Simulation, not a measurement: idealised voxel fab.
This is a process module. Its name is voxel tone inversion.
Section shown: cut. Width: 240 nm. Cell size: 5 nm, square.
This document writes a cross-section as a grid whose cells are square, and gives it as bands, listed from the top down; one or more rows of cells form a band. Quick guide to a band line: top height, bottom height (nm) up front; then every material left to right with its width in nm. Only one material and it's marked "all across"? Then it fills the band edge to edge. And "empty" just means empty space. Where do heights start? At 0: under that level the wafer as delivered is made of one material only. And the lowest band has no floor; it just carries on downward, as in "0 down". The expression "30..40" gives the width at the extremes of the band, the first number at its top row of cells and the second at its bottom row, with the width changing by equal amounts from each row to the next in between. Key: "no alterations made" - step with no changed cell in the cross-section. Look at "Closed internal cavities" for the closed voids: empty spaces with no open path to the top, sized 8 cells or up. Each is width x height at distance, distance from the left edge, all nm. Whatever follows a step's settings on its line is a remark the simulator itself makes about that step. Each step line may optionally specify "overlay nm", which for a step with a mask gives the rightward distance between the mask's planned place and where it lay, a negative value indicating the leftward direction.

SET OUT BELOW ARE THE PLANNED STEPS OF THE PROCESS
- 1: RECEIVE, material Si
- 2: CONFORMAL_DEP, material SiN, thk nm 5
- 3: DIRECTIONAL_DEP, material polySi, thk nm 20
- 4: PATTERN, tone cover, mask id POSTS, material resist, width nm 15, pitch nm 45, thk nm 25, overlay nm 0
- 5: DIRECTIONAL_ETCH, etch materials polySi, depth nm 20
- 6: STRIP, etch materials resist
- 7: FILL_DEP, material lowk, thk nm 10
- 8: CMP, height nm 25
- 9: STRIP, etch materials polySi
- 10: CONFORMAL_DEP, material TiN, thk nm 5
- 11: FILL_DEP, material Cu, thk nm 10
- 12: CMP, height nm 25
- 13: CONFORMAL_DEP, material SiCN, thk nm 5

FIRST OUT OF TWO WAFERS; RUN WENT TO PLAN

CROSS-SECTIONAL VIEW OF THE WAFER IN ITS AS-RECEIVED CONDITION, CORRESPONDING TO THE STATE AFTER STEP 1
  0 down: Si all across
  Closed internal cavities: none

WAFER SECTION VIEW AFTER PROCESSING STEP 2
  5 to 0: SiN all across
  Note: structure below 0 unchanged.

WAFER SECTION VIEW AFTER PROCESSING STEP 3
  25 to 5: polySi all across
  Note: structure below 5 unchanged.

WAFER SECTION VIEW AFTER PROCESSING STEP 4
  50 to 25: empty: 45, then resist: 15, then empty: 30, then resist: 15, then empty: 30, then resist: 15, then empty: 30, then resist: 15, then empty: 45
  Note: structure below 25 unchanged.

WAFER SECTION VIEW AFTER PROCESSING STEP 5
  50 to 25: empty: 45, then resist: 15, then empty: 30, then resist: 15, then empty: 30, then resist: 15, then empty: 30, then resist: 15, then empty: 45
  25 to 5: empty: 45, then polySi: 15, then empty: 30, then polySi: 15, then empty: 30, then polySi: 15, then empty: 30, then polySi: 15, then empty: 45
  Note: structure below 5 unchanged.

WAFER SECTION VIEW AFTER PROCESSING STEP 6
  25 to 5: empty: 45, then polySi: 15, then empty: 30, then polySi: 15, then empty: 30, then polySi: 15, then empty: 30, then polySi: 15, then empty: 45
  Note: structure below 5 unchanged.

WAFER SECTION VIEW AFTER PROCESSING STEP 7
  35 to 25: lowk all across
  25 to 5: lowk: 45, then polySi: 15, then lowk: 30, then polySi: 15, then lowk: 30, then polySi: 15, then lowk: 30, then polySi: 15, then lowk: 45
  Note: structure below 5 unchanged.

WAFER SECTION VIEW AFTER PROCESSING STEP 8
  25 to 5: lowk: 45, then polySi: 15, then lowk: 30, then polySi: 15, then lowk: 30, then polySi: 15, then lowk: 30, then polySi: 15, then lowk: 45
  Note: structure below 5 unchanged.

WAFER SECTION VIEW AFTER PROCESSING STEP 9
  25 to 5: lowk: 45, then empty: 15, then lowk: 30, then empty: 15, then lowk: 30, then empty: 15, then lowk: 30, then empty: 15, then lowk: 45
  Note: structure below 5 unchanged.

WAFER SECTION VIEW AFTER PROCESSING STEP 10
  30 to 25: TiN: 50, then empty: 5, then TiN: 40, then empty: 5, then TiN: 40, then empty: 5, then TiN: 40, then empty: 5, then TiN: 50
  25 to 10: lowk: 45, then TiN: 5, then empty: 5, then TiN: 5, then lowk: 30, then TiN: 5, then empty: 5, then TiN: 5, then lowk: 30, then TiN: 5, then empty: 5, then TiN: 5, then lowk: 30, then TiN: 5, then empty: 5, then TiN: 5, then lowk: 45
  10 to 5: lowk: 45, then TiN: 15, then lowk: 30, then TiN: 15, then lowk: 30, then TiN: 15, then lowk: 30, then TiN: 15, then lowk: 45
  Note: structure below 5 unchanged.

WAFER SECTION VIEW AFTER PROCESSING STEP 11
  40 to 30: Cu all across
  30 to 25: TiN: 50, then Cu: 5, then TiN: 40, then Cu: 5, then TiN: 40, then Cu: 5, then TiN: 40, then Cu: 5, then TiN: 50
  25 to 10: lowk: 45, then TiN: 5, then Cu: 5, then TiN: 5, then lowk: 30, then TiN: 5, then Cu: 5, then TiN: 5, then lowk: 30, then TiN: 5, then Cu: 5, then TiN: 5, then lowk: 30, then TiN: 5, then Cu: 5, then TiN: 5, then lowk: 45
  Note: structure below 10 unchanged.

WAFER SECTION VIEW AFTER PROCESSING STEP 12
  25 to 10: lowk: 45, then TiN: 5, then Cu: 5, then TiN: 5, then lowk: 30, then TiN: 5, then Cu: 5, then TiN: 5, then lowk: 30, then TiN: 5, then Cu: 5, then TiN: 5, then lowk: 30, then TiN: 5, then Cu: 5, then TiN: 5, then lowk: 45
  Note: structure below 10 unchanged.

WAFER SECTION VIEW AFTER PROCESSING STEP 13
  30 to 25: SiCN all across
  Note: structure below 25 unchanged.

WHAT FOLLOWS CONCERNS THE SECOND WAFER, WHICH STARTED OUT LIKE THE FIRST AND WAS MEANT TO FOLLOW THE VERY SAME PLAN; ONE MISTAKE CREPT IN WHEN IT WAS RUN, BUT EVERYTHING UP TO AND INCLUDING STEP 1 IS THE SAME AS FOR THE FIRST WAFER

CROSS-SECTION OF THE SECOND WAFER CORRESPONDING TO THE PLANNED CONCLUSION OF STEP 2
  5 to 0: lowk all across
  Note: structure below 0 unchanged.

CROSS-SECTION OF THE SECOND WAFER CORRESPONDING TO THE PLANNED CONCLUSION OF STEP 3
  25 to 5: polySi all across
  Note: structure below 5 unchanged.

CROSS-SECTION OF THE SECOND WAFER CORRESPONDING TO THE PLANNED CONCLUSION OF STEP 4
  50 to 25: empty: 45, then resist: 15, then empty: 30, then resist: 15, then empty: 30, then resist: 15, then empty: 30, then resist: 15, then empty: 45
  Note: structure below 25 unchanged.

CROSS-SECTION OF THE SECOND WAFER CORRESPONDING TO THE PLANNED CONCLUSION OF STEP 5
  50 to 25: empty: 45, then resist: 15, then empty: 30, then resist: 15, then empty: 30, then resist: 15, then empty: 30, then resist: 15, then empty: 45
  25 to 5: empty: 45, then polySi: 15, then empty: 30, then polySi: 15, then empty: 30, then polySi: 15, then empty: 30, then polySi: 15, then empty: 45
  Note: structure below 5 unchanged.

CROSS-SECTION OF THE SECOND WAFER CORRESPONDING TO THE PLANNED CONCLUSION OF STEP 6
  25 to 5: empty: 45, then polySi: 15, then empty: 30, then polySi: 15, then empty: 30, then polySi: 15, then empty: 30, then polySi: 15, then empty: 45
  Note: structure below 5 unchanged.

CROSS-SECTION OF THE SECOND WAFER CORRESPONDING TO THE PLANNED CONCLUSION OF STEP 7
  35 to 25: lowk all across
  25 to 5: lowk: 45, then polySi: 15, then lowk: 30, then polySi: 15, then lowk: 30, then polySi: 15, then lowk: 30, then polySi: 15, then lowk: 45
  Note: structure below 5 unchanged.

CROSS-SECTION OF THE SECOND WAFER CORRESPONDING TO THE PLANNED CONCLUSION OF STEP 8
  25 to 5: lowk: 45, then polySi: 15, then lowk: 30, then polySi: 15, then lowk: 30, then polySi: 15, then lowk: 30, then polySi: 15, then lowk: 45
  Note: structure below 5 unchanged.

CROSS-SECTION OF THE SECOND WAFER CORRESPONDING TO THE PLANNED CONCLUSION OF STEP 9
  25 to 5: lowk: 45, then empty: 15, then lowk: 30, then empty: 15, then lowk: 30, then empty: 15, then lowk: 30, then empty: 15, then lowk: 45
  Note: structure below 5 unchanged.

CROSS-SECTION OF THE SECOND WAFER CORRESPONDING TO THE PLANNED CONCLUSION OF STEP 10
  30 to 25: TiN: 50, then empty: 5, then TiN: 40, then empty: 5, then TiN: 40, then empty: 5, then TiN: 40, then empty: 5, then TiN: 50
  25 to 10: lowk: 45, then TiN: 5, then empty: 5, then TiN: 5, then lowk: 30, then TiN: 5, then empty: 5, then TiN: 5, then lowk: 30, then TiN: 5, then empty: 5, then TiN: 5, then lowk: 30, then TiN: 5, then empty: 5, then TiN: 5, then lowk: 45
  10 to 5: lowk: 45, then TiN: 15, then lowk: 30, then TiN: 15, then lowk: 30, then TiN: 15, then lowk: 30, then TiN: 15, then lowk: 45
  Note: structure below 5 unchanged.

CROSS-SECTION OF THE SECOND WAFER CORRESPONDING TO THE PLANNED CONCLUSION OF STEP 11
  40 to 30: Cu all across
  30 to 25: TiN: 50, then Cu: 5, then TiN: 40, then Cu: 5, then TiN: 40, then Cu: 5, then TiN: 40, then Cu: 5, then TiN: 50
  25 to 10: lowk: 45, then TiN: 5, then Cu: 5, then TiN: 5, then lowk: 30, then TiN: 5, then Cu: 5, then TiN: 5, then lowk: 30, then TiN: 5, then Cu: 5, then TiN: 5, then lowk: 30, then TiN: 5, then Cu: 5, then TiN: 5, then lowk: 45
  Note: structure below 10 unchanged.

CROSS-SECTION OF THE SECOND WAFER CORRESPONDING TO THE PLANNED CONCLUSION OF STEP 12
  25 to 10: lowk: 45, then TiN: 5, then Cu: 5, then TiN: 5, then lowk: 30, then TiN: 5, then Cu: 5, then TiN: 5, then lowk: 30, then TiN: 5, then Cu: 5, then TiN: 5, then lowk: 30, then TiN: 5, then Cu: 5, then TiN: 5, then lowk: 45
  Note: structure below 10 unchanged.

CROSS-SECTION OF THE SECOND WAFER CORRESPONDING TO THE PLANNED CONCLUSION OF STEP 13
  30 to 25: SiCN all across
  Note: structure below 25 unchanged.
Which mistake was made when the wafer was run? planned and actual differ for step 2; actual: CONFORMAL_DEP, material lowk, thk nm 5
Wrapping up, a cell-based count of both wafers puts the second over or under the first for these materials: -48 SiN | +48 lowk
